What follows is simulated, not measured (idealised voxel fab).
Herein follows the process module entitled voxel self aligned vias.
Cross-sectional view cut (width: 225 nm; square cell size: 5 nm).
For the purposes of this document, a cross-section shall be understood as a grid of square cells, specified as bands listed in top-to-bottom order, each band consisting of one or more rows of cells.
Quick guide to a band line: top height, bottom height (nm) up front; then every material left to right with its width in nm. Only one material and it's marked "throughout"? Then it fills the band edge to edge. And "blank" just means empty space.
Heights are measured from 0, the level below which the as-received wafer is all one material; the lowest band has no bottom and continues downward, written as in "0..down".
Width: "30..40" (first number = top row, second number = bottom row, same change from row to row of cells).
"everything unchanged" -> step changed no cross-section cell.
This entry, "Cavities, sealed", enumerates those empty regions of no fewer than 8 cells that possess no open connection to the top. Each region is reported in the form width x height at distance, the distance being taken from the left edge, with all three quantities expressed in nm.
On a step's line, text after the settings is the simulator commenting on that step.
overlay nm: on a step with a mask, how far right of its planned place the mask lay; negative means left.

Plan:
1: op RECEIVE | material Si
2: op CONFORMAL_DEP | material SiO2 | thk nm 5
3: op CONFORMAL_DEP | material SiCN | thk nm 5
4: op DIRECTIONAL_DEP | material lowk | thk nm 30
5: op PATTERN | tone open | mask id LINES | material resist | width nm 25 | pitch nm 65 | thk nm 20 | overlay nm 0
6: op DIRECTIONAL_ETCH | etch materials lowk | depth nm 30
7: op STRIP | etch materials resist
8: op CONFORMAL_DEP | material TiN | thk nm 5
9: op FILL_DEP | material Ru | thk nm 10
10: op CMP | height nm 50
11: op SELECTIVE_ETCH | etch materials W Ru TiN | depth nm 10
12: op FILL_DEP | material SiN | thk nm 10
13: op CMP | height nm 50
14: op DIRECTIONAL_DEP | material lowk | thk nm 15
15: op MASKED_ETCH | tone open | mask id VIAS | width nm 35 | pitch nm 65 | etch materials lowk | depth nm 15 | overlay nm 0
16: op MASKED_ETCH | tone open | mask id VIAS | width nm 35 | pitch nm 65 | etch materials SiN | depth nm 10 | overlay nm 0
17: op CONFORMAL_DEP | material TiN | thk nm 5
18: op FILL_DEP | material Ru | thk nm 10
19: op CMP | height nm 65
20: op CONFORMAL_DEP | material SiCN | thk nm 5
The thk nm used in step 2 is not the same on every wafer, whereas the starting condition is; the value printed in the plan is the first wafer's.

First of several wafers, received after step 1, in cross-section:
    0..down: Si throughout
    Cavities, sealed: none

Wafer rows, end of module: cells per material gained (+) or lost (-) since receipt; closed voids last:
thk nm 5; +70 Ru; +90 SiCN; +62 SiN; +45 SiO2; +60 TiN; +303 lowk; Cavities, sealed: none
thk nm 10; +60 Ru; +90 SiCN; +31 SiN; +90 SiO2; +56 TiN; +303 lowk; Cavities, sealed: none
thk nm 15; +50 Ru; +90 SiCN; +135 SiO2; +52 TiN; +303 lowk; Cavities, sealed: none
thk nm 20; +44 Ru; +90 SiCN; +180 SiO2; +48 TiN; +268 lowk; Cavities, sealed: none
thk nm 25; +38 Ru; +90 SiCN; +225 SiO2; +44 TiN; +233 lowk; Cavities, sealed: none
thk nm 30; +32 Ru; +90 SiCN; +270 SiO2; +40 TiN; +198 lowk; Cavities, sealed: none
